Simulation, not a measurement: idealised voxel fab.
A process module follows: voxel transistor to metal.
Shown is cross-section cut, with a width of 210 nm and square cells of size 5 nm.
In this document a cross-section is written as a grid of square cells. It is given as a series of bands, listed from the top down, and a band is one or more rows of cells.
It is stipulated that each band's entry specify, in nanometres, the height of the top of the band and then that of its bottom, followed by the materials of the band in left-to-right sequence, each together with its width in nanometres. A single material marked by the word "all across" is understood to fill the band from edge to edge; the word "blank" is understood to denote empty space.
Convention: height 0 is the level below which the wafer, as received, is all one material. The lowest band does not terminate at the bottom but continues downward, represented as "0 and below".
Note: "30..40" means the width goes from the first number (top row of the band) to the second number (bottom row) in equal steps per row of cells.
"no alteration" means the step left every cell of the cross-section as it was.
Empty spaces without an open route to the top, at least 8 cells in extent, make up the entry "Cavities, sealed"; each is given as width x height at distance, where the distance is measured from the left edge, and all are in nm.
That trailing text on a step's line, after the settings, is the simulator's own remark on the step.
For masked steps, "overlay nm" on the step line gives how far right of plan the mask actually lay; a minus sign means it lay to the left.

[Intended process steps]
1) RECEIVE with material Si
2) OXIDIZE with depth nm 5
3) CONFORMAL_DEP with material SiN, thk nm 15
4) MASKED_ETCH with tone cover, mask id ACTIVE, width nm 115, etch materials SiN, depth nm 15, overlay nm 0
5) MASKED_ETCH with tone cover, mask id ACTIVE, width nm 115, etch materials SiO2, depth nm 5, overlay nm 0
6) MASKED_ETCH with tone cover, mask id ACTIVE, width nm 115, etch materials Si, depth nm 25, overlay nm 0
7) OXIDIZE with depth nm 5
8) FILL_DEP with material SiO2, thk nm 15
9) CMP with height nm 15
10) SELECTIVE_ETCH with etch materials SiO2, depth nm 10
11) STRIP with etch materials SiN
12) SELECTIVE_ETCH with etch materials SiO2, depth nm 5
13) OXIDIZE with depth nm 5
14) DIRECTIONAL_DEP with material polySi, thk nm 25
15) DIRECTIONAL_DEP with material SiCN, thk nm 10
16) DIRECTIONAL_DEP with material aC, thk nm 10
17) PATTERN with tone cover, mask id GATE, material resist, width nm 15, thk nm 25, overlay nm 0
18) DIRECTIONAL_ETCH with etch materials aC, depth nm 10
19) STRIP with etch materials resist
20) DIRECTIONAL_ETCH with etch materials SiCN, depth nm 20
21) DIRECTIONAL_ETCH with etch materials polySi, depth nm 35
22) STRIP with etch materials aC
23) CONFORMAL_DEP with material SiN, thk nm 10
24) DIRECTIONAL_ETCH with etch materials SiN, depth nm 10
25) DIRECTIONAL_ETCH with etch materials SiO2, depth nm 5
26) DIRECTIONAL_ETCH with etch materials Si, depth nm 10
27) EPI with material nSi, thk nm 15
28) FILL_DEP with material SiO2, thk nm 5
29) CMP with height nm 30
30) DIRECTIONAL_DEP with material SiO2, thk nm 15
31) DIRECTIONAL_DEP with material aC, thk nm 10
32) PATTERN with tone open, mask id CONTACT, material resist, width nm 20, pitch nm 75, thk nm 30, overlay nm 0
33) DIRECTIONAL_ETCH with etch materials aC, depth nm 10
34) STRIP with etch materials resist
35) DIRECTIONAL_ETCH with etch materials SiO2, depth nm 50
36) STRIP with etch materials aC
37) CONFORMAL_DEP with material TiN, thk nm 5
38) FILL_DEP with material W, thk nm 5
39) CMP with height nm 45
40) CONFORMAL_DEP with material SiCN, thk nm 5
41) DIRECTIONAL_DEP with material lowk, thk nm 25
42) PATTERN with tone open, mask id METAL_1, material resist, width nm 15, pitch nm 75, thk nm 15, overlay nm 0
43) DIRECTIONAL_ETCH with etch materials lowk, depth nm 25
44) DIRECTIONAL_ETCH with etch materials SiCN, depth nm 5
45) STRIP with etch materials resist
46) CONFORMAL_DEP with material TiN, thk nm 5
47) FILL_DEP with material Ru, thk nm 10
48) CMP with height nm 75
49) CONFORMAL_DEP with material SiN, thk nm 5
Wafers differ in width nm at step 42; plan lists the first wafer's value; identical starting state.

[Cross-section, first of several wafers, as delivered after step 1]
* 0 and below: Si all across
* Cavities, sealed: none

[Table: wafers, a row each; end-of-module cell change per material since receipt, gain (+), loss (-); then closed voids]
width nm 15; +10 Ru; -217 Si; +42 SiCN; +74 SiN; +412 SiO2; +70 TiN; +32 W; +180 lowk; +54 nSi; +15 polySi; Cavities, sealed: none
width nm 20; +20 Ru; -217 Si; +40 SiCN; +74 SiN; +412 SiO2; +72 TiN; +32 W; +170 lowk; +54 nSi; +15 polySi; Cavities, sealed: none
width nm 25; +30 Ru; -217 Si; +38 SiCN; +74 SiN; +412 SiO2; +74 TiN; +32 W; +160 lowk; +54 nSi; +15 polySi; Cavities, sealed: none
width nm 30; +40 Ru; -217 Si; +36 SiCN; +74 SiN; +412 SiO2; +76 TiN; +32 W; +150 lowk; +54 nSi; +15 polySi; Cavities, sealed: none
width nm 35; +50 Ru; -217 Si; +34 SiCN; +74 SiN; +412 SiO2; +78 TiN; +32 W; +140 lowk; +54 nSi; +15 polySi; Cavities, sealed: none
